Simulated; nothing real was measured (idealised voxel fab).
process module | voxel self aligned contacts
The cross-section shown here is cut; it is 160 nm wide and divided into square cells measuring 5 nm on a side.
Format of a cross-section: grid, square cells. Given as bands. Order: top down. Band: one or more rows of cells. Top height, bottom height, nm. Materials left to right, width each, nm. Single material + "all across" = fills band edge to edge. "empty" = empty. Heights are expressed relative to 0, this being the level below which the as-received wafer comprises one material exclusively. The lowest band is unbounded in the downward direction and is denoted as in "0 down". Quick explanation for "30..40": the width changes in equal steps down the rows of cells, from the first number in the band's top row to the second number in its bottom row. A step reported as "identical to before" is a step in which no cell of the cross-section changed. For the entry "Trapped cavities", the listed items are empty spaces with no open way to the top whose size is 8 cells or more; each item follows the pattern width x height at distance, where distance is from the left edge and all three are in nm. Text after the settings on a step's line: the simulator's own remark on that step. Steps that use a mask can have "overlay nm" on their line. It says how far the mask sat to the right of where it was meant to be. Negative means to the left.
### Below is the list of planned process steps
1,op RECEIVE | material Si
2,op CONFORMAL_DEP | material SiO2 | thk nm 5
3,op DIRECTIONAL_DEP | material polySi | thk nm 20
4,op DIRECTIONAL_DEP | material SiN | thk nm 20
5,op MASKED_ETCH | tone cover | mask id GATE | width nm 30 | pitch nm 75 | etch materials SiN | depth nm 20 | overlay nm 0
6,op MASKED_ETCH | tone cover | mask id GATE | width nm 30 | pitch nm 75 | etch materials polySi | depth nm 20 | overlay nm 0
7,op CONFORMAL_DEP | material SiN | thk nm 10
8,op DIRECTIONAL_ETCH | etch materials SiN | depth nm 10
9,op FILL_DEP | material SiO2 | thk nm 15
10,op CMP | height nm 50
11,op PATTERN | tone open | mask id CONTACT | material resist | width nm 55 | thk nm 20 | overlay nm 0
12,op DIRECTIONAL_ETCH | etch materials SiO2 | depth nm 50
13,op STRIP | etch materials resist
14,op CONFORMAL_DEP | material TiN | thk nm 5
15,op FILL_DEP | material W | thk nm 10
16,op CMP | height nm 50
17,op CONFORMAL_DEP | material SiN | thk nm 5
### Incoming wafer in cross-section (state: after step 1)
> 0 down = Si all across
> Trapped cavities: none
### The cross-section shown corresponds to the wafer at the conclusion of the module. The initial structure and the process plan are those presented above; however, one mistake occurred in executing the plan
> 55 to 50 = TiN all across
> 50 to 45 = SiO2: 50 / TiN: 20 / W: 15 / TiN: 20 / SiO2: 55
> 45 to 25 = SiO2: 15 / SiN: 50 / TiN: 5 / W: 15 / TiN: 5 / SiN: 50 / SiO2: 20
> 25 to 5 = SiO2: 15 / SiN: 10 / polySi: 30 / SiN: 10 / TiN: 5 / W: 15 / TiN: 5 / SiN: 10 / polySi: 30 / SiN: 10 / SiO2: 20
> 5 to 0 = SiO2: 65 / TiN: 25 / SiO2: 70
> 0 down = Si all across
> Trapped cavities: none
Processing error: step 17 ran as: op CONFORMAL_DEP | material TiN | thk nm 5
